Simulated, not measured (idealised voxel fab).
Process module name: voxel self aligned contacts
It is cross-section cut that appears here, measuring 285 nm in width, its square cells being 5 nm in size.
Cross-sections here: square-cell grids, written as top-down lists of bands, a band being one or more rows of cells. Band: top and bottom heights (nm) first, top before bottom; then materials from left to right, widths in nm. "edge to edge" marks a sole material filling the band edge to edge. "blank" denotes empty space. Measure heights from 0. That's the level where, below it, the as-received wafer is all one material. The lowest band is bottomless and extends downward; write it as in "top 0, no bottom". Think of "30->40" as a width that walks from the first number to the second as you go down the band, top row to bottom row, taking equal-sized steps from row to row. Given "same as before" for a step, no cell of the cross-section differs between before and after that step. "Sealed void list" - sealed voids, min. 8 cells, no opening to top; format: width x height at distance (distance from left edge; nm throughout). On each step's line, the part that comes after the settings is the simulator's own comment on the step. overlay nm: on a step with a mask, how far right of its planned place the mask lay; negative means left.

-- plan
1: RECEIVE with material Si
2: OXIDIZE with depth nm 5
3: DIRECTIONAL_DEP with material polySi, thk nm 30
4: DIRECTIONAL_DEP with material SiN, thk nm 20
5: DIRECTIONAL_DEP with material aC, thk nm 15
6: PATTERN with tone cover, mask id GATE, material resist, width nm 25, pitch nm 60, thk nm 30, overlay nm 0
7: DIRECTIONAL_ETCH with etch materials aC, depth nm 5
8: STRIP with etch materials resist
9: DIRECTIONAL_ETCH with etch materials SiN, depth nm 20
10: DIRECTIONAL_ETCH with etch materials polySi, depth nm 30
11: STRIP with etch materials aC
12: CONFORMAL_DEP with material SiN, thk nm 10
13: DIRECTIONAL_ETCH with etch materials SiN, depth nm 10
14: FILL_DEP with material SiO2, thk nm 15
15: CMP with height nm 55
16: MASKED_ETCH with tone open, mask id CONTACT, width nm 45, pitch nm 60, etch materials SiO2, depth nm 60, overlay nm 0
17: CONFORMAL_DEP with material TiN, thk nm 5
18: FILL_DEP with material Ru, thk nm 10
19: CMP with height nm 55
20: CONFORMAL_DEP with material SiN, thk nm 5
The value of depth nm given for step 7 in the plan refers to the first wafer; the wafers vary in this setting and are alike at the start.

-- Cross-section: the first of several wafers in its as-received state, i.e. following step 1
  top 0, no bottom | Si edge to edge
  Sealed void list: none

-- Cross-section after step 20, the final step of the module, for the first of several wafers
  top 60, bottom 55 | SiN edge to edge
  top 55, bottom 50 | SiO2 90 | TiN 45 | SiO2 15 | TiN 45 | SiO2 90
  top 50, bottom 30 | SiN edge to edge
  top 30, bottom 0 | polySi edge to edge
  top 0, bottom -5 | SiO2 edge to edge
  top -5, no bottom | Si edge to edge
  Sealed void list: none

-- Cross-section of the last wafer at end of module
  top 60, bottom 55 | SiN edge to edge
  top 55, bottom 50 | SiO2 90 | TiN 20 | Ru 5 | TiN 20 | SiO2 15 | TiN 20 | Ru 5 | TiN 20 | SiO2 90
  top 50, bottom 30 | SiO2 60 | SiN 45 | TiN 5 | Ru 5 | TiN 5 | SiN 45 | TiN 5 | Ru 5 | TiN 5 | SiN 45 | SiO2 60
  top 30, bottom 0 | SiO2 60 | SiN 10 | polySi 25 | SiN 10 | TiN 5 | Ru 5 | TiN 5 | SiN 10 | polySi 25 | SiN 10 | TiN 5 | Ru 5 | TiN 5 | SiN 10 | polySi 25 | SiN 10 | SiO2 60
  top 0, bottom -5 | SiO2 105 | TiN 15 | SiO2 45 | TiN 15 | SiO2 105
  top -5, no bottom | Si edge to edge
  Sealed void list: none

-- Where each wafer stands at the end of the module, a row apiece: cells of each material gained (+) or lost (-) since it was received, then closed voids
depth nm 5; -57 Si; +285 SiN; +96 SiO2; +18 TiN; +342 polySi; Sealed void list: none
depth nm 10; -57 Si; +285 SiN; +96 SiO2; +18 TiN; +342 polySi; Sealed void list: none
depth nm 15; +22 Ru; -57 Si; +237 SiN; +330 SiO2; +62 TiN; +90 polySi; Sealed void list: none
depth nm 20; +22 Ru; -57 Si; +237 SiN; +330 SiO2; +62 TiN; +90 polySi; Sealed void list: none
depth nm 25; +22 Ru; -57 Si; +237 SiN; +330 SiO2; +62 TiN; +90 polySi; Sealed void list: none
depth nm 30; +22 Ru; -57 Si; +237 SiN; +330 SiO2; +62 TiN; +90 polySi; Sealed void list: none
